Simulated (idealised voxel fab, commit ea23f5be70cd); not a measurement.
The following is a process module called voxel self aligned vias.
Square cell edge 5 nm, section width 255 nm, ID cut.
For the purposes of this document, a cross-section shall be understood as a grid of square cells, specified as bands listed in top-to-bottom order, each band consisting of one or more rows of cells. Read a band's entry like this: the first values are the height of its top and the height of its bottom in nm, and what follows is the sequence of materials from left to right, each with its width in nm. Note that "air" is empty space, and that a single material marked "all across" reaches across the band from edge to edge. Heights are measured from 0, the level below which the as-received wafer is all one material; the lowest band has no bottom and continues downward, written as in "from 0 down". Per-row width for "30 to 40": begins at first number (top row of band), ends at second number (bottom row), increment between rows held constant. Given "everything unchanged" for a step, no cell of the cross-section differs between before and after that step. Look at "Sealed void inventory" for the closed voids: empty spaces with no open path to the top, sized 8 cells or up. Each is width x height at distance, distance from the left edge, all nm. Anything after a step's settings on that line? It's the simulator's own note about the step. overlay nm: where the mask lay relative to plan, measured to the right, on steps with a mask; negatives go left.

# Planned step list for the process
1. RECEIVE with material Si
2. CONFORMAL_DEP with material SiO2, thk nm 15
3. CONFORMAL_DEP with material SiCN, thk nm 5
4. DIRECTIONAL_DEP with material SiO2, thk nm 25
5. PATTERN with tone open, mask id LINES, material resist, width nm 25, pitch nm 65, thk nm 20, overlay nm 0
6. DIRECTIONAL_ETCH with etch materials SiO2, depth nm 25
7. STRIP with etch materials resist
8. CONFORMAL_DEP with material TiN, thk nm 5
9. FILL_DEP with material W, thk nm 10
10. CMP with height nm 45
11. SELECTIVE_ETCH with etch materials W Ru TiN, depth nm 5
12. FILL_DEP with material SiN, thk nm 10
13. CMP with height nm 45
14. DIRECTIONAL_DEP with material SiO2, thk nm 20
15. DIRECTIONAL_DEP with material aC, thk nm 15
16. PATTERN with tone open, mask id VIAS, material resist, width nm 45, pitch nm 65, thk nm 30, overlay nm 0
17. DIRECTIONAL_ETCH with etch materials aC, depth nm 15
18. STRIP with etch materials resist
19. DIRECTIONAL_ETCH with etch materials SiO2, depth nm 20
20. DIRECTIONAL_ETCH with etch materials SiN, depth nm 5
21. STRIP with etch materials aC
22. CONFORMAL_DEP with material TiN, thk nm 5
23. FILL_DEP with material W, thk nm 5
24. CMP with height nm 65
25. CONFORMAL_DEP with material SiN, thk nm 5

# Delivered wafer in cross-section: state after step 1
* from 0 down = Si all across
* Sealed void inventory: none

# First of two wafers: cross-section at end of module, run per plan
* from 70 to 65 = SiN all across
* from 65 to 50 = 40 nm SiO2  5 nm TiN  35 nm W  5 nm TiN  20 nm SiO2  5 nm TiN  35 nm W  5 nm TiN  20 nm SiO2  5 nm TiN  35 nm W  5 nm TiN  40 nm SiO2
* from 50 to 45 = 40 nm SiO2  15 nm TiN  15 nm W  15 nm TiN  20 nm SiO2  15 nm TiN  15 nm W  15 nm TiN  20 nm SiO2  15 nm TiN  15 nm W  15 nm TiN  40 nm SiO2
* from 45 to 40 = 50 nm SiO2  25 nm TiN  40 nm SiO2  25 nm TiN  40 nm SiO2  25 nm TiN  50 nm SiO2
* from 40 to 25 = 50 nm SiO2  5 nm TiN  15 nm W  5 nm TiN  40 nm SiO2  5 nm TiN  15 nm W  5 nm TiN  40 nm SiO2  5 nm TiN  15 nm W  5 nm TiN  50 nm SiO2
* from 25 to 20 = 50 nm SiO2  25 nm TiN  40 nm SiO2  25 nm TiN  40 nm SiO2  25 nm TiN  50 nm SiO2
* from 20 to 15 = SiCN all across
* from 15 to 0 = SiO2 all across
* from 0 down = Si all across
* Sealed void inventory: none

# What the second wafer looks like in cross-section once the module is done. Its start and its plan matched the first wafer's exactly; what differed was one mistake in how it was run
* from 70 to 65 = SiN all across
* from 65 to 50 = 40 nm SiO2  5 nm TiN  35 nm W  5 nm TiN  20 nm SiO2  5 nm TiN  35 nm W  5 nm TiN  20 nm SiO2  5 nm TiN  35 nm W  5 nm TiN  40 nm SiO2
* from 50 to 45 = 40 nm SiO2  45 nm TiN  20 nm SiO2  45 nm TiN  20 nm SiO2  45 nm TiN  40 nm SiO2
* from 45 to 40 = 40 nm SiN  10 nm TiN  25 nm SiO2  10 nm TiN  20 nm SiN  10 nm TiN  25 nm SiO2  10 nm TiN  20 nm SiN  10 nm TiN  25 nm SiO2  10 nm TiN  40 nm SiN
* from 40 to 25 = 45 nm W  5 nm TiN  25 nm SiO2  5 nm TiN  30 nm W  5 nm TiN  25 nm SiO2  5 nm TiN  30 nm W  5 nm TiN  25 nm SiO2  5 nm TiN  45 nm W
* from 25 to 20 = 50 nm TiN  25 nm SiO2  40 nm TiN  25 nm SiO2  40 nm TiN  25 nm SiO2  50 nm TiN
* from 20 to 15 = SiCN all across
* from 15 to 0 = SiO2 all across
* from 0 down = Si all across
* Sealed void inventory: none
It is concluded that the wafer was processed incorrectly with respect to the plan, in that note that step 5 departed from the planned setting and was carried out as PATTERN with tone cover, mask id LINES, material resist, width nm 25, pitch nm 65, thk nm 20, overlay nm 0
The closing comparison, in cells, has the second wafer with more or fewer of some materials than the first: SiN +24; SiO2 -105; TiN +27; W +54
